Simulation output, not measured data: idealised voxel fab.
Presented below is a process module, voxel transistor to metal.
It is cross-section cut that appears here, measuring 250 nm in width, its square cells being 5 nm in size.
Cross-section layout: square cells on a grid; listed as bands, top to bottom; a band spans one or more cell rows.
In this notation a band is specified by the heights of its top and bottom, in that order and in nm, after which its materials appear from left to right, each paired with its width in nm. The word "throughout" attached to a single material means that material fills the band from edge to edge; the word "blank" stands for empty space.
Height 0 is the level under which the wafer as received is all one material. The lowest band goes on downwards, as in "from 0 down".
Note: "30..40" means the width goes from the first number (top row of the band) to the second number (bottom row) in equal steps per row of cells.
Where a step carries "remained the same", the cross-section came out of it unchanged, cell for cell.
Empty spaces without an open route to the top, at least 8 cells in extent, make up the entry "Enclosed void list"; each is given as width x height at distance, where the distance is measured from the left edge, and all are in nm.
Anything after a step's settings on that line? It's the simulator's own note about the step.
The "overlay nm" setting may appear on a step's line; for a step that uses a mask, it gives how far to the right of its planned position the mask lay, and a negative value indicates the left.

The process steps that were planned are listed below:
- 1: RECEIVE,material Si
- 2: OXIDIZE,depth nm 5
- 3: CONFORMAL_DEP,material SiN,thk nm 15
- 4: PATTERN,tone cover,mask id ACTIVE,material resist,width nm 100,pitch nm 120,thk nm 15,overlay nm 0
- 5: DIRECTIONAL_ETCH,etch materials SiN,depth nm 15
- 6: DIRECTIONAL_ETCH,etch materials SiO2,depth nm 5
- 7: DIRECTIONAL_ETCH,etch materials Si,depth nm 35
- 8: STRIP,etch materials resist
- 9: OXIDIZE,depth nm 5
- 10: FILL_DEP,material SiO2,thk nm 5
- 11: CMP,height nm 15
- 12: SELECTIVE_ETCH,etch materials SiO2,depth nm 15
- 13: STRIP,etch materials SiN
- 14: SELECTIVE_ETCH,etch materials SiO2,depth nm 5
- 15: OXIDIZE,depth nm 5
- 16: DIRECTIONAL_DEP,material polySi,thk nm 30
- 17: DIRECTIONAL_DEP,material SiCN,thk nm 10
- 18: MASKED_ETCH,tone cover,mask id GATE,width nm 20,pitch nm 120,etch materials SiCN,depth nm 20,overlay nm 0
- 19: MASKED_ETCH,tone cover,mask id GATE,width nm 20,pitch nm 120,etch materials polySi,depth nm 40,overlay nm 0
- 20: CONFORMAL_DEP,material SiO2,thk nm 5
- 21: DIRECTIONAL_ETCH,etch materials SiO2,depth nm 5
- 22: CONFORMAL_DEP,material SiN,thk nm 5
- 23: DIRECTIONAL_ETCH,etch materials SiN,depth nm 5
- 24: DIRECTIONAL_ETCH,etch materials SiO2,depth nm 5
- 25: DIRECTIONAL_ETCH,etch materials Si,depth nm 15
- 26: EPI,material pSi,thk nm 15
- 27: FILL_DEP,material SiO2,thk nm 10
- 28: CMP,height nm 35
- 29: DIRECTIONAL_DEP,material SiO2,thk nm 15
- 30: MASKED_ETCH,tone open,mask id CONTACT,width nm 20,etch materials SiO2,depth nm 60,overlay nm 0
- 31: CONFORMAL_DEP,material TiN,thk nm 5
- 32: FILL_DEP,material Ru,thk nm 10
- 33: CMP,height nm 50
- 34: CONFORMAL_DEP,material SiN,thk nm 5
- 35: DIRECTIONAL_DEP,material lowk,thk nm 25
- 36: DIRECTIONAL_DEP,material aC,thk nm 10
- 37: PATTERN,tone open,mask id METAL_1,material resist,width nm 20,thk nm 25,overlay nm 0
- 38: DIRECTIONAL_ETCH,etch materials aC,depth nm 10
- 39: STRIP,etch materials resist
- 40: DIRECTIONAL_ETCH,etch materials lowk,depth nm 25
- 41: DIRECTIONAL_ETCH,etch materials SiN,depth nm 5
- 42: STRIP,etch materials aC
- 43: CONFORMAL_DEP,material TiN,thk nm 5
- 44: FILL_DEP,material Cu,thk nm 5
- 45: CMP,height nm 70
- 46: CONFORMAL_DEP,material SiCN,thk nm 5
- 47: DIRECTIONAL_DEP,material lowk,thk nm 25
- 48: PATTERN,tone open,mask id METAL_2,material resist,width nm 20,pitch nm 120,thk nm 20,overlay nm 0
- 49: DIRECTIONAL_ETCH,etch materials lowk,depth nm 15
- 50: STRIP,etch materials resist
- 51: PATTERN,tone open,mask id METAL_2_HOLES,material resist,width nm 15,pitch nm 120,thk nm 20,overlay nm 0
- 52: DIRECTIONAL_ETCH,etch materials lowk,depth nm 10
- 53: DIRECTIONAL_ETCH,etch materials SiCN,depth nm 5
- 54: STRIP,etch materials resist
- 55: CONFORMAL_DEP,material TiN,thk nm 5
- 56: FILL_DEP,material Cu,thk nm 10
- 57: CMP,height nm 110
- 58: CONFORMAL_DEP,material SiN,thk nm 5
Wafers differ in height nm at step 45; plan lists the first wafer's value; identical starting state.

Step 1 complete: as-received cross-section of the first of several wafers:
  from 0 down | Si throughout
  Enclosed void list: none

End-of-module cross-section, first of several wafers, after last step 58:
  from 115 to 110 | SiN throughout
  from 110 to 105 | Cu throughout
  from 105 to 100 | TiN 25 nm, then Cu 10 nm, then TiN 110 nm, then Cu 10 nm, then TiN 95 nm
  from 100 to 90 | lowk 20 nm, then TiN 5 nm, then Cu 10 nm, then TiN 5 nm, then lowk 100 nm, then TiN 5 nm, then Cu 10 nm, then TiN 5 nm, then lowk 90 nm
  from 90 to 85 | lowk 20 nm, then TiN 5 nm, then Cu 5 nm, then TiN 10 nm, then lowk 100 nm, then TiN 5 nm, then Cu 5 nm, then TiN 10 nm, then lowk 90 nm
  from 85 to 75 | lowk 20 nm, then TiN 5 nm, then Cu 5 nm, then TiN 5 nm, then lowk 105 nm, then TiN 5 nm, then Cu 5 nm, then TiN 5 nm, then lowk 95 nm
  from 75 to 70 | SiCN 20 nm, then TiN 15 nm, then SiCN 105 nm, then TiN 15 nm, then SiCN 95 nm
  from 70 to 55 | lowk 20 nm, then TiN 5 nm, then Cu 10 nm, then TiN 5 nm, then lowk 50 nm, then TiN 5 nm, then Cu 10 nm, then TiN 5 nm, then lowk 30 nm, then TiN 5 nm, then Cu 10 nm, then TiN 5 nm, then lowk 50 nm, then TiN 5 nm, then Cu 10 nm, then TiN 5 nm, then lowk 20 nm
  from 55 to 50 | SiN 20 nm, then TiN 20 nm, then SiN 50 nm, then TiN 20 nm, then SiN 30 nm, then TiN 20 nm, then SiN 50 nm, then TiN 20 nm, then SiN 20 nm
  from 50 to 35 | SiO2 20 nm, then TiN 5 nm, then Ru 10 nm, then TiN 5 nm, then SiO2 50 nm, then TiN 5 nm, then Ru 10 nm, then TiN 5 nm, then SiO2 30 nm, then TiN 5 nm, then Ru 10 nm, then TiN 5 nm, then SiO2 50 nm, then TiN 5 nm, then Ru 10 nm, then TiN 5 nm, then SiO2 20 nm
  from 35 to 25 | SiO2 20 nm, then TiN 5 nm, then Ru 10 nm, then TiN 5 nm, then SiO2 5 nm, then SiN 5 nm, then SiO2 5 nm, then SiCN 20 nm, then SiO2 5 nm, then SiN 5 nm, then SiO2 5 nm, then TiN 5 nm, then Ru 10 nm, then TiN 5 nm, then SiO2 30 nm, then TiN 5 nm, then Ru 10 nm, then TiN 5 nm, then SiO2 5 nm, then SiN 5 nm, then SiO2 5 nm, then SiCN 20 nm, then SiO2 5 nm, then SiN 5 nm, then SiO2 5 nm, then TiN 5 nm, then Ru 10 nm, then TiN 5 nm, then SiO2 20 nm
  from 25 to 10 | SiO2 20 nm, then TiN 5 nm, then Ru 10 nm, then TiN 5 nm, then SiO2 5 nm, then SiN 5 nm, then SiO2 5 nm, then polySi 20 nm, then SiO2 5 nm, then SiN 5 nm, then SiO2 5 nm, then TiN 5 nm, then Ru 10 nm, then TiN 5 nm, then SiO2 30 nm, then TiN 5 nm, then Ru 10 nm, then TiN 5 nm, then SiO2 5 nm, then SiN 5 nm, then SiO2 5 nm, then polySi 20 nm, then SiO2 5 nm, then SiN 5 nm, then SiO2 5 nm, then TiN 5 nm, then Ru 10 nm, then TiN 5 nm, then SiO2 20 nm
  from 10 to 5 | SiO2 20 nm, then TiN 20 nm, then SiO2 5 nm, then SiN 5 nm, then SiO2 5 nm, then polySi 20 nm, then SiO2 5 nm, then SiN 5 nm, then SiO2 5 nm, then TiN 20 nm, then SiO2 30 nm, then TiN 20 nm, then SiO2 5 nm, then SiN 5 nm, then SiO2 5 nm, then polySi 20 nm, then SiO2 5 nm, then SiN 5 nm, then SiO2 5 nm, then TiN 20 nm, then SiO2 20 nm
  from 5 to -5 | SiO2 20 nm, then TiN 10 nm, then pSi 15 nm, then SiN 5 nm, then SiO2 5 nm, then polySi 20 nm, then SiO2 5 nm, then SiN 5 nm, then pSi 15 nm, then TiN 10 nm, then SiO2 30 nm, then TiN 10 nm, then pSi 15 nm, then SiN 5 nm, then SiO2 5 nm, then polySi 20 nm, then SiO2 5 nm, then SiN 5 nm, then pSi 15 nm, then TiN 10 nm, then SiO2 20 nm
  from -5 to -10 | SiO2 20 nm, then TiN 10 nm, then pSi 15 nm, then SiO2 40 nm, then pSi 15 nm, then TiN 10 nm, then SiO2 30 nm, then TiN 10 nm, then pSi 15 nm, then SiO2 40 nm, then pSi 15 nm, then TiN 10 nm, then SiO2 20 nm
  from -10 to -25 | SiO2 20 nm, then pSi 25 nm, then Si 40 nm, then pSi 25 nm, then SiO2 30 nm, then pSi 25 nm, then Si 40 nm, then pSi 25 nm, then SiO2 20 nm
  from -25 to -45 | SiO2 20 nm, then Si 90 nm, then SiO2 30 nm, then Si 90 nm, then SiO2 20 nm
  from -45 down | Si throughout
  Enclosed void list: none

Cross-sectional depiction of the last of several wafers upon completion of the module:
  from 115 to 110 | SiN throughout
  from 110 to 105 | lowk 20 nm, then TiN 5 nm, then Cu 5 nm, then TiN 10 nm, then lowk 100 nm, then TiN 5 nm, then Cu 5 nm, then TiN 10 nm, then lowk 90 nm
  from 105 to 95 | lowk 20 nm, then TiN 5 nm, then Cu 5 nm, then TiN 5 nm, then lowk 105 nm, then TiN 5 nm, then Cu 5 nm, then TiN 5 nm, then lowk 95 nm
  from 95 to 90 | SiCN 20 nm, then TiN 15 nm, then SiCN 105 nm, then TiN 15 nm, then SiCN 95 nm
  from 90 to 85 | Cu throughout
  from 85 to 80 | TiN 25 nm, then Cu 10 nm, then TiN 60 nm, then Cu 10 nm, then TiN 40 nm, then Cu 10 nm, then TiN 60 nm, then Cu 10 nm, then TiN 25 nm
  from 80 to 55 | lowk 20 nm, then TiN 5 nm, then Cu 10 nm, then TiN 5 nm, then lowk 50 nm, then TiN 5 nm, then Cu 10 nm, then TiN 5 nm, then lowk 30 nm, then TiN 5 nm, then Cu 10 nm, then TiN 5 nm, then lowk 50 nm, then TiN 5 nm, then Cu 10 nm, then TiN 5 nm, then lowk 20 nm
  from 55 to 50 | SiN 20 nm, then TiN 20 nm, then SiN 50 nm, then TiN 20 nm, then SiN 30 nm, then TiN 20 nm, then SiN 50 nm, then TiN 20 nm, then SiN 20 nm
  from 50 to 35 | SiO2 20 nm, then TiN 5 nm, then Ru 10 nm, then TiN 5 nm, then SiO2 50 nm, then TiN 5 nm, then Ru 10 nm, then TiN 5 nm, then SiO2 30 nm, then TiN 5 nm, then Ru 10 nm, then TiN 5 nm, then SiO2 50 nm, then TiN 5 nm, then Ru 10 nm, then TiN 5 nm, then SiO2 20 nm
  from 35 to 25 | SiO2 20 nm, then TiN 5 nm, then Ru 10 nm, then TiN 5 nm, then SiO2 5 nm, then SiN 5 nm, then SiO2 5 nm, then SiCN 20 nm, then SiO2 5 nm, then SiN 5 nm, then SiO2 5 nm, then TiN 5 nm, then Ru 10 nm, then TiN 5 nm, then SiO2 30 nm, then TiN 5 nm, then Ru 10 nm, then TiN 5 nm, then SiO2 5 nm, then SiN 5 nm, then SiO2 5 nm, then SiCN 20 nm, then SiO2 5 nm, then SiN 5 nm, then SiO2 5 nm, then TiN 5 nm, then Ru 10 nm, then TiN 5 nm, then SiO2 20 nm
  from 25 to 10 | SiO2 20 nm, then TiN 5 nm, then Ru 10 nm, then TiN 5 nm, then SiO2 5 nm, then SiN 5 nm, then SiO2 5 nm, then polySi 20 nm, then SiO2 5 nm, then SiN 5 nm, then SiO2 5 nm, then TiN 5 nm, then Ru 10 nm, then TiN 5 nm, then SiO2 30 nm, then TiN 5 nm, then Ru 10 nm, then TiN 5 nm, then SiO2 5 nm, then SiN 5 nm, then SiO2 5 nm, then polySi 20 nm, then SiO2 5 nm, then SiN 5 nm, then SiO2 5 nm, then TiN 5 nm, then Ru 10 nm, then TiN 5 nm, then SiO2 20 nm
  from 10 to 5 | SiO2 20 nm, then TiN 20 nm, then SiO2 5 nm, then SiN 5 nm, then SiO2 5 nm, then polySi 20 nm, then SiO2 5 nm, then SiN 5 nm, then SiO2 5 nm, then TiN 20 nm, then SiO2 30 nm, then TiN 20 nm, then SiO2 5 nm, then SiN 5 nm, then SiO2 5 nm, then polySi 20 nm, then SiO2 5 nm, then SiN 5 nm, then SiO2 5 nm, then TiN 20 nm, then SiO2 20 nm
  from 5 to -5 | SiO2 20 nm, then TiN 10 nm, then pSi 15 nm, then SiN 5 nm, then SiO2 5 nm, then polySi 20 nm, then SiO2 5 nm, then SiN 5 nm, then pSi 15 nm, then TiN 10 nm, then SiO2 30 nm, then TiN 10 nm, then pSi 15 nm, then SiN 5 nm, then SiO2 5 nm, then polySi 20 nm, then SiO2 5 nm, then SiN 5 nm, then pSi 15 nm, then TiN 10 nm, then SiO2 20 nm
  from -5 to -10 | SiO2 20 nm, then TiN 10 nm, then pSi 15 nm, then SiO2 40 nm, then pSi 15 nm, then TiN 10 nm, then SiO2 30 nm, then TiN 10 nm, then pSi 15 nm, then SiO2 40 nm, then pSi 15 nm, then TiN 10 nm, then SiO2 20 nm
  from -10 to -25 | SiO2 20 nm, then pSi 25 nm, then Si 40 nm, then pSi 25 nm, then SiO2 30 nm, then pSi 25 nm, then Si 40 nm, then pSi 25 nm, then SiO2 20 nm
  from -25 to -45 | SiO2 20 nm, then Si 90 nm, then SiO2 30 nm, then Si 90 nm, then SiO2 20 nm
  from -45 down | Si throughout
  Enclosed void list: none

Rows = wafers. At module end, each row lists per material the cells gained (+) or lost (-) since the wafer was received, then the closed voids:
height nm 70 | +92 Cu | +64 Ru | -258 Si | +60 SiCN | +116 SiN | +398 SiO2 | +218 TiN | +316 lowk | +96 pSi | +48 polySi | Enclosed void list: none
height nm 75 | +50 Cu | +64 Ru | -258 Si | +60 SiCN | +116 SiN | +398 SiO2 | +226 TiN | +350 lowk | +96 pSi | +48 polySi | Enclosed void list: none
height nm 80 | +54 Cu | +64 Ru | -258 Si | +60 SiCN | +116 SiN | +398 SiO2 | +188 TiN | +384 lowk | +96 pSi | +48 polySi | Enclosed void list: none
height nm 85 | +58 Cu | +64 Ru | -258 Si | +60 SiCN | +116 SiN | +398 SiO2 | +226 TiN | +342 lowk | +96 pSi | +48 polySi | Enclosed void list: none
height nm 90 | +104 Cu | +64 Ru | -258 Si | +60 SiCN | +116 SiN | +398 SiO2 | +222 TiN | +300 lowk | +96 pSi | +48 polySi | Enclosed void list: none
